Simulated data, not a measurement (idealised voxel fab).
Title: Process Module voxel spacer lines
Square cell edge 5 nm, section width 225 nm, ID cut.
Each cross-section below is a grid of square cells, stated as bands in top-down order, with one or more rows of cells making up each band. Basically the band line says how high the top is and how high the bottom is, in nm, and then what's in it from left to right, every material with its width in nm. Empty space shows up as "air", and if a single material carries "edge to edge" it runs the full band edge to edge. For the purposes of this specification, 0 denotes the height below which the wafer in its as-received condition is composed wholly of one material, and the lowermost band, lacking a lower limit, extends downward without end, as expressed in "0 nm and below". Per-row width for "30->40": begins at first number (top row of band), ends at second number (bottom row), increment between rows held constant. The designation "no alteration", where it is given for a processing step, indicates that no cell of the cross-section was altered in the course of that step. Empty spaces counting at least 8 cells and having no open way to the top are listed in "Voids, enclosed". The notation width x height at distance is used for each, the distance being from the left edge and all three values in nm. Step line, after settings: the simulator's comment on this step. What "overlay nm" on a step's line means: if the step has a mask, that mask lay this far to the right of its planned place, or, when the value is negative, to the left.
THE STEPS PLANNED FOR THE PROCESS ARE AS FOLLOWS
- 1: RECEIVE: material Si
- 2: CONFORMAL_DEP: material Al2O3, thk nm 10
- 3: DIRECTIONAL_DEP: material TiN, thk nm 10
- 4: DIRECTIONAL_DEP: material aC, thk nm 25
- 5: PATTERN: tone cover, mask id MANDREL, material resist, width nm 25, pitch nm 70, thk nm 35, overlay nm 0
- 6: DIRECTIONAL_ETCH: etch materials aC, depth nm 25
- 7: STRIP: etch materials resist
- 8: CONFORMAL_DEP: material SiO2, thk nm 10
- 9: DIRECTIONAL_ETCH: etch materials SiO2, depth nm 10
- 10: STRIP: etch materials aC
- 11: DIRECTIONAL_ETCH: etch materials TiN, depth nm 10
- 12: STRIP: etch materials SiO2
- 13: FILL_DEP: material lowk, thk nm 10
- 14: CMP: height nm 20
AS RECEIVED, AFTER STEP 1
> 0 nm and below  Si edge to edge
> Voids, enclosed: none
THE FIRST OF THE TWO WAFERS AS SEEN IN CROSS-SECTION ONCE THE MODULE WAS FINISHED; PROCESSING FOLLOWED THE PLAN
> 20 nm to 10 nm  lowk: 20; TiN: 10; lowk: 25; TiN: 10; lowk: 25; TiN: 10; lowk: 25; TiN: 10; lowk: 25; TiN: 10; lowk: 25; TiN: 10; lowk: 20
> 10 nm to 0 nm  Al2O3 edge to edge
> 0 nm and below  Si edge to edge
> Voids, enclosed: none
SO THIS IS WAFER NUMBER TWO OF THE TWO, CUT AT THE END OF THE MODULE - IT STARTED WHERE THE FIRST DID AND HAD THE SAME PLAN, WE JUST GOT ONE THING WRONG RUNNING IT
> 20 nm to 10 nm  lowk edge to edge
> 10 nm to 0 nm  lowk: 20; TiN: 10; lowk: 25; TiN: 10; lowk: 25; TiN: 10; lowk: 25; TiN: 10; lowk: 25; TiN: 10; lowk: 25; TiN: 10; lowk: 20
> 0 nm and below  Si edge to edge
> Voids, enclosed: none
Which mistake was made when the wafer was run? plan step 2 never ran because it was skipped
Materials where the second wafer ends with more or fewer cells than the first: -90 Al2O3; +90 lowk
